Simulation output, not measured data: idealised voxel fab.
Process module name: voxel capacitor over wiring
Xsec cut, 140 nm wide, square cell size 5 nm.
We lay out every cross-section as a grid of square cells and spell it out in bands from the top down, where one band means one or more rows of cells.
For a band, the entry starts with two heights in nm, that of the top and then that of the bottom, and carries on with the band's materials in order from left to right, each alongside its width in nm; the word "everywhere" beside a single material means it fills the band edge to edge, and "empty" means empty space.
A quick word on heights: they are counted from 0, and under that level the wafer as it came to us is one material throughout. The lowest band is different from the rest in having no bottom; it simply continues downward, written as in "from 0 down".
It should be noted that a width expressed as "30->40" varies in equal increments from row to row of cells within the band, taking the value of the first number at the top row and that of the second number at the bottom row.
Key: "no change" - step with no changed cell in the cross-section.
"Sealed internal voids" contains a list of empty spaces, each no smaller than 8 cells and without an open way to the top, written in the form width x height at distance with the distance from the left edge and all three in nm.
Formally, on a step line, whatever follows the settings is a remark that the simulator itself makes on the step.
"overlay nm" denotes, for a step that has a mask, the displacement of the mask to the right of its planned place, with negative values corresponding to the left.

## So here's the lineup of process steps we planned
1) RECEIVE, material Si
2) CONFORMAL_DEP, material SiO2, thk nm 10
3) DIRECTIONAL_DEP, material TiN, thk nm 5
4) DIRECTIONAL_DEP, material Ru, thk nm 25
5) MASKED_ETCH, tone cover, mask id METAL_1, width nm 25, pitch nm 80, etch materials Ru, depth nm 25, overlay nm 0
6) MASKED_ETCH, tone cover, mask id METAL_1, width nm 25, pitch nm 80, etch materials TiN, depth nm 5, overlay nm 0
7) CONFORMAL_DEP, material SiN, thk nm 5
8) FILL_DEP, material SiO2, thk nm 5
9) CMP, height nm 40
10) CONFORMAL_DEP, material SiCN, thk nm 5
11) DIRECTIONAL_DEP, material lowk, thk nm 15
12) DIRECTIONAL_DEP, material aC, thk nm 10
13) PATTERN, tone open, mask id PLUG_1, material resist, width nm 15, thk nm 25, overlay nm 0
14) DIRECTIONAL_ETCH, etch materials aC, depth nm 10
15) STRIP, etch materials resist
16) DIRECTIONAL_ETCH, etch materials lowk, depth nm 15
17) DIRECTIONAL_ETCH, etch materials SiCN, depth nm 5
18) STRIP, etch materials aC
19) CONFORMAL_DEP, material TiN, thk nm 5
20) FILL_DEP, material Ru, thk nm 5
21) CMP, height nm 60
22) DIRECTIONAL_DEP, material TiN, thk nm 5
23) DIRECTIONAL_DEP, material Al2O3, thk nm 5
24) DIRECTIONAL_DEP, material TiN, thk nm 10
25) MASKED_ETCH, tone cover, mask id UPPER_PLATE, width nm 60, etch materials TiN, depth nm 10, overlay nm 0
26) MASKED_ETCH, tone cover, mask id UPPER_PLATE, width nm 60, etch materials Al2O3, depth nm 5, overlay nm 0
27) DIRECTIONAL_DEP, material aC, thk nm 10
28) PATTERN, tone cover, mask id LOWER_PLATE, material resist, width nm 70, thk nm 30, overlay nm 0
29) DIRECTIONAL_ETCH, etch materials aC, depth nm 10
30) STRIP, etch materials resist
31) DIRECTIONAL_ETCH, etch materials TiN, depth nm 5
32) STRIP, etch materials aC
33) FILL_DEP, material SiO2, thk nm 20
34) CMP, height nm 95
35) PATTERN, tone open, mask id PLUG_2, material resist, width nm 15, thk nm 15, overlay nm 0
36) DIRECTIONAL_ETCH, etch materials SiO2, depth nm 15
37) STRIP, etch materials resist
38) CONFORMAL_DEP, material TiN, thk nm 5
39) FILL_DEP, material Ru, thk nm 5
40) CMP, height nm 95
41) CONFORMAL_DEP, material SiN, thk nm 5

## Cross-section: wafer on arrival = after step 1
- from 0 down | Si everywhere
- Sealed internal voids: none

## First wafer of two, sectioned at end of module; run went per plan
- from 100 to 95 | SiN everywhere
- from 95 to 85 | SiO2 35, TiN 5, Ru 5, TiN 5, SiO2 90
- from 85 to 80 | SiO2 35, TiN 15, SiO2 90
- from 80 to 70 | SiO2 25, TiN 60, SiO2 55
- from 70 to 65 | SiO2 25, Al2O3 60, SiO2 55
- from 65 to 60 | SiO2 20, TiN 70, SiO2 50
- from 60 to 45 | lowk 25, TiN 5, Ru 5, TiN 5, lowk 100
- from 45 to 40 | SiCN 25, TiN 15, SiCN 100
- from 40 to 15 | SiO2 10, SiN 5, Ru 25, SiN 5, SiO2 45, SiN 5, Ru 25, SiN 5, SiO2 15
- from 15 to 10 | SiN 15, TiN 25, SiN 55, TiN 25, SiN 20
- from 10 to 0 | SiO2 everywhere
- from 0 down | Si everywhere
- Sealed internal voids: none

## Cross-section, second wafer: same start as the first, same plan as the first, one mistake in running it; taken at the end of the module
- from 100 to 95 | SiN everywhere
- from 95 to 85 | SiO2 35, SiN 5, Ru 5, SiN 5, SiO2 90
- from 85 to 80 | SiO2 35, SiN 15, SiO2 90
- from 80 to 70 | SiO2 25, TiN 60, SiO2 55
- from 70 to 65 | SiO2 25, Al2O3 60, SiO2 55
- from 65 to 60 | SiO2 20, TiN 70, SiO2 50
- from 60 to 45 | lowk 25, TiN 5, Ru 5, TiN 5, lowk 100
- from 45 to 40 | SiCN 25, TiN 15, SiCN 100
- from 40 to 15 | SiO2 10, SiN 5, Ru 25, SiN 5, SiO2 45, SiN 5, Ru 25, SiN 5, SiO2 15
- from 15 to 10 | SiN 15, TiN 25, SiN 55, TiN 25, SiN 20
- from 10 to 0 | SiO2 everywhere
- from 0 down | Si everywhere
- Sealed internal voids: none
It is concluded that the wafer was processed incorrectly with respect to the plan, in that note that step 38 departed from the planned setting and was carried out as CONFORMAL_DEP, material SiN, thk nm 5
Materials where the second wafer ends with more or fewer cells than the first: SiN: 7 more; TiN: 7 fewer
